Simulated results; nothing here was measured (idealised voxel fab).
Process module heading - voxel self aligned vias
This is section cut - it's 215 nm across, gridded in 5 nm square cells.
A cross-section is written here as square cells arranged in a grid, and it is given in bands from the top down, each band taking up one or more rows of cells. It is stipulated that each band's entry specify, in nanometres, the height of the top of the band and then that of its bottom, followed by the materials of the band in left-to-right sequence, each together with its width in nanometres. A single material marked by the word "full width" is understood to fill the band from edge to edge; the word "blank" is understood to denote empty space. Zero point of the height axis is 0; under it, received wafer = one material. Lowest band: continues down indefinitely, "0 and below". You'd read "30..40" like this: the band's top row of cells is as wide as the first number, its bottom row is as wide as the second, and going down, every row changes width by the same amount as the row before did. Step marked "no change"? Then no cell in the cross-section changed in it. So "Enclosed cavities" is basically the list of trapped voids: any empty space of 8 cells or more that can't reach the top through an opening. They're written width x height at distance, the distance being from the left edge, and it's all nm. Step line, after settings: the simulator's comment on this step. overlay nm: on a step with a mask, how far right of its planned place the mask lay; negative means left.
Intended process steps
1,RECEIVE, material Si
2,CONFORMAL_DEP, material SiO2, thk nm 10
3,CONFORMAL_DEP, material SiCN, thk nm 5
4,DIRECTIONAL_DEP, material lowk, thk nm 25
5,PATTERN, tone open, mask id LINES, material resist, width nm 25, pitch nm 55, thk nm 20, overlay nm 0
6,DIRECTIONAL_ETCH, etch materials lowk, depth nm 25
7,STRIP, etch materials resist
8,CONFORMAL_DEP, material TiN, thk nm 5
9,FILL_DEP, material W, thk nm 10
10,CMP, height nm 40
11,SELECTIVE_ETCH, etch materials W Ru TiN, depth nm 5
12,FILL_DEP, material SiN, thk nm 5
13,CMP, height nm 40
14,DIRECTIONAL_DEP, material lowk, thk nm 20
15,MASKED_ETCH, tone open, mask id VIAS, width nm 35, pitch nm 110, etch materials lowk, depth nm 20, overlay nm 0
16,MASKED_ETCH, tone open, mask id VIAS, width nm 35, pitch nm 110, etch materials SiN, depth nm 5, overlay nm 0
17,CONFORMAL_DEP, material TiN, thk nm 5
18,FILL_DEP, material W, thk nm 10
19,CMP, height nm 60
20,CONFORMAL_DEP, material SiN, thk nm 5
Account of the first of two wafers, which was processed as intended
Cross-section of the wafer at receipt, which is the condition after step 1
	0 and below  Si full width
	Enclosed cavities: none
Take a look at the wafer's cross-section after step 2
	10 down to 0  SiO2 full width
	Below 0, the layers are the same as they were.
Take a look at the wafer's cross-section after step 3
	15 down to 10  SiCN full width
	Below 10, the layers are the same as they were.
Take a look at the wafer's cross-section after step 4
	40 down to 15  lowk full width
	Below 15, the layers are the same as they were.
Take a look at the wafer's cross-section after step 5
	60 down to 40  resist 40; blank 25; resist 30; blank 25; resist 30; blank 25; resist 40
	Below 40, the layers are the same as they were.
Take a look at the wafer's cross-section after step 6
	60 down to 40  resist 40; blank 25; resist 30; blank 25; resist 30; blank 25; resist 40
	40 down to 15  lowk 40; blank 25; lowk 30; blank 25; lowk 30; blank 25; lowk 40
	Below 15, the layers are the same as they were.
Take a look at the wafer's cross-section after step 7
	40 down to 15  lowk 40; blank 25; lowk 30; blank 25; lowk 30; blank 25; lowk 40
	Below 15, the layers are the same as they were.
Take a look at the wafer's cross-section after step 8
	45 down to 40  TiN 45; blank 15; TiN 40; blank 15; TiN 40; blank 15; TiN 45
	40 down to 20  lowk 40; TiN 5; blank 15; TiN 5; lowk 30; TiN 5; blank 15; TiN 5; lowk 30; TiN 5; blank 15; TiN 5; lowk 40
	20 down to 15  lowk 40; TiN 25; lowk 30; TiN 25; lowk 30; TiN 25; lowk 40
	Below 15, the layers are the same as they were.
Take a look at the wafer's cross-section after step 9
	55 down to 45  W full width
	45 down to 40  TiN 45; W 15; TiN 40; W 15; TiN 40; W 15; TiN 45
	40 down to 20  lowk 40; TiN 5; W 15; TiN 5; lowk 30; TiN 5; W 15; TiN 5; lowk 30; TiN 5; W 15; TiN 5; lowk 40
	Below 20, the layers are the same as they were.
Take a look at the wafer's cross-section after step 10
	40 down to 20  lowk 40; TiN 5; W 15; TiN 5; lowk 30; TiN 5; W 15; TiN 5; lowk 30; TiN 5; W 15; TiN 5; lowk 40
	Below 20, the layers are the same as they were.
Take a look at the wafer's cross-section after step 11
	40 down to 35  lowk 40; blank 25; lowk 30; blank 25; lowk 30; blank 25; lowk 40
	Below 35, the layers are the same as they were.
Take a look at the wafer's cross-section after step 12
	45 down to 40  SiN full width
	40 down to 35  lowk 40; SiN 25; lowk 30; SiN 25; lowk 30; SiN 25; lowk 40
	Below 35, the layers are the same as they were.
Take a look at the wafer's cross-section after step 13
	40 down to 35  lowk 40; SiN 25; lowk 30; SiN 25; lowk 30; SiN 25; lowk 40
	Below 35, the layers are the same as they were.
Take a look at the wafer's cross-section after step 14
	60 down to 40  lowk full width
	Below 40, the layers are the same as they were.
Take a look at the wafer's cross-section after step 15
	60 down to 40  lowk 35; blank 35; lowk 75; blank 35; lowk 35
	Below 40, the layers are the same as they were.
Take a look at the wafer's cross-section after step 16
	60 down to 40  lowk 35; blank 35; lowk 75; blank 35; lowk 35
	40 down to 35  lowk 40; blank 25; lowk 30; SiN 25; lowk 30; blank 25; lowk 40
	Below 35, the layers are the same as they were.
Take a look at the wafer's cross-section after step 17
	65 down to 60  TiN 40; blank 25; TiN 85; blank 25; TiN 40
	60 down to 45  lowk 35; TiN 5; blank 25; TiN 5; lowk 75; TiN 5; blank 25; TiN 5; lowk 35
	45 down to 40  lowk 35; TiN 10; blank 15; TiN 10; lowk 75; TiN 10; blank 15; TiN 10; lowk 35
	40 down to 35  lowk 40; TiN 25; lowk 30; SiN 25; lowk 30; TiN 25; lowk 40
	Below 35, the layers are the same as they were.
Take a look at the wafer's cross-section after step 18
	75 down to 65  W full width
	65 down to 60  TiN 40; W 25; TiN 85; W 25; TiN 40
	60 down to 45  lowk 35; TiN 5; W 25; TiN 5; lowk 75; TiN 5; W 25; TiN 5; lowk 35
	45 down to 40  lowk 35; TiN 10; W 15; TiN 10; lowk 75; TiN 10; W 15; TiN 10; lowk 35
	Below 40, the layers are the same as they were.
Take a look at the wafer's cross-section after step 19
	60 down to 45  lowk 35; TiN 5; W 25; TiN 5; lowk 75; TiN 5; W 25; TiN 5; lowk 35
	Below 45, the layers are the same as they were.
Take a look at the wafer's cross-section after step 20
	65 down to 60  SiN full width
	Below 60, the layers are the same as they were.
Second of two: same start, same plan, one run error; steps up to and including 18 match the first
Planned end of step 19: second wafer, cross-section
	55 down to 45  lowk 35; TiN 5; W 25; TiN 5; lowk 75; TiN 5; W 25; TiN 5; lowk 35
	Below 45, the layers are the same as they were.
Planned end of step 20: second wafer, cross-section
	60 down to 55  SiN full width
	Below 55, the layers are the same as they were.
Here's what went sideways: step 19 went in with a setting other than planned; the actual run was CMP, height nm 55
Cell-count delta at end, second wafer over first, by material: -4 TiN | -10 W | -29 lowk
